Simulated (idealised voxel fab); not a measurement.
The following process module bears the name voxel wiring stack.
FYI the section here is cut, 140 nm wide, cells are 5 nm squares.
A cross-section in this document is a grid of square cells, and it is written down as bands, the top band listed before the ones below it; a band is made up of one or more rows of cells. A band entry consists of two parts. The first gives the height of the band's top and the height of its bottom, in nm. The rest lists the band's materials from left to right, each with its width in nm. A single material labelled with the word "edge to edge" fills the band from edge to edge, and the word "air" marks empty space. Heads up on the height convention: 0 is the point under which the incoming wafer is all one material, and the lowest band has no bottom, it just keeps going down, like "z 0 and below". A width given as "30..40" starts at the first number in the band's top row and ends at the second number in its bottom row, shifting by an equal amount at every step from row to row. Reading "nothing changed" for a step: not a cell of the cross-section changed in it. Under "Closed empty spaces" you'll find the enclosed gaps, the ones with no way out to the top, that are 8 cells or bigger; each reads width x height at distance, with distance counted from the left edge, everything in nm. Note: text after step settings on the step line = simulator remark on that step. Each step line may optionally specify "overlay nm", which for a step with a mask gives the rightward distance between the mask's planned place and where it lay, a negative value indicating the leftward direction.

## Below is the list of planned process steps
1: RECEIVE with material Si
2: CONFORMAL_DEP with material SiO2, thk nm 15
3: DIRECTIONAL_DEP with material TiN, thk nm 5
4: DIRECTIONAL_DEP with material W, thk nm 15
5: PATTERN with tone cover, mask id METAL_1, material resist, width nm 20, pitch nm 40, thk nm 20, overlay nm 0
6: DIRECTIONAL_ETCH with etch materials W, depth nm 15
7: DIRECTIONAL_ETCH with etch materials TiN, depth nm 5
8: STRIP with etch materials resist
9: FILL_DEP with material SiO2, thk nm 5
10: CMP with height nm 35
11: CONFORMAL_DEP with material SiCN, thk nm 5
12: DIRECTIONAL_DEP with material lowk, thk nm 35
13: MASKED_ETCH with tone open, mask id METAL_2_HOLES, width nm 15, pitch nm 40, etch materials lowk, depth nm 35, overlay nm 0
14: PATTERN with tone open, mask id METAL_2, material resist, width nm 20, pitch nm 40, thk nm 15, overlay nm 0
15: DIRECTIONAL_ETCH with etch materials lowk, depth nm 20
16: DIRECTIONAL_ETCH with etch materials SiCN, depth nm 5
17: STRIP with etch materials resist
18: CONFORMAL_DEP with material TiN, thk nm 5
19: FILL_DEP with material Ru, thk nm 5
20: CMP with height nm 75
21: CONFORMAL_DEP with material SiN, thk nm 5

## Cross-section of the wafer as it came to us, i.e., already through step 1
z 0 and below = Si edge to edge
Closed empty spaces: none

## As-planned run: cross-section of the first of two wafers at end of module
z 80 to 75 = SiN edge to edge
z 75 to 60 = lowk 20, TiN 5, Ru 10, TiN 5, lowk 20, TiN 5, Ru 10, TiN 5, lowk 20, TiN 5, Ru 10, TiN 5, lowk 20
z 60 to 55 = lowk 20, TiN 5, Ru 5, TiN 10, lowk 20, TiN 5, Ru 5, TiN 10, lowk 20, TiN 5, Ru 5, TiN 10, lowk 20
z 55 to 40 = lowk 20, TiN 5, Ru 5, TiN 5, lowk 25, TiN 5, Ru 5, TiN 5, lowk 25, TiN 5, Ru 5, TiN 5, lowk 25
z 40 to 35 = SiCN 20, TiN 15, SiCN 25, TiN 15, SiCN 25, TiN 15, SiCN 25
z 35 to 20 = SiO2 20, W 20, SiO2 20, W 20, SiO2 20, W 20, SiO2 20
z 20 to 15 = SiO2 20, TiN 20, SiO2 20, TiN 20, SiO2 20, TiN 20, SiO2 20
z 15 to 0 = SiO2 edge to edge
z 0 and below = Si edge to edge
Closed empty spaces: none

## Cross-section, wafer two of two, end of module: same start and plan as wafer one, one error in execution
z 80 to 75 = W edge to edge
z 75 to 60 = lowk 20, TiN 5, Ru 10, TiN 5, lowk 20, TiN 5, Ru 10, TiN 5, lowk 20, TiN 5, Ru 10, TiN 5, lowk 20
z 60 to 55 = lowk 20, TiN 5, Ru 5, TiN 10, lowk 20, TiN 5, Ru 5, TiN 10, lowk 20, TiN 5, Ru 5, TiN 10, lowk 20
z 55 to 40 = lowk 20, TiN 5, Ru 5, TiN 5, lowk 25, TiN 5, Ru 5, TiN 5, lowk 25, TiN 5, Ru 5, TiN 5, lowk 25
z 40 to 35 = SiCN 20, TiN 15, SiCN 25, TiN 15, SiCN 25, TiN 15, SiCN 25
z 35 to 20 = SiO2 20, W 20, SiO2 20, W 20, SiO2 20, W 20, SiO2 20
z 20 to 15 = SiO2 20, TiN 20, SiO2 20, TiN 20, SiO2 20, TiN 20, SiO2 20
z 15 to 0 = SiO2 edge to edge
z 0 and below = Si edge to edge
Closed empty spaces: none
what went wrong: step 21 ran differently from the plan; actual operation with settings: CONFORMAL_DEP with material W, thk nm 5
Once processing is complete, comparing cell counts shows that the second wafer has more or fewer of certain materials than the first: SiN: 28 fewer, W: 28 more
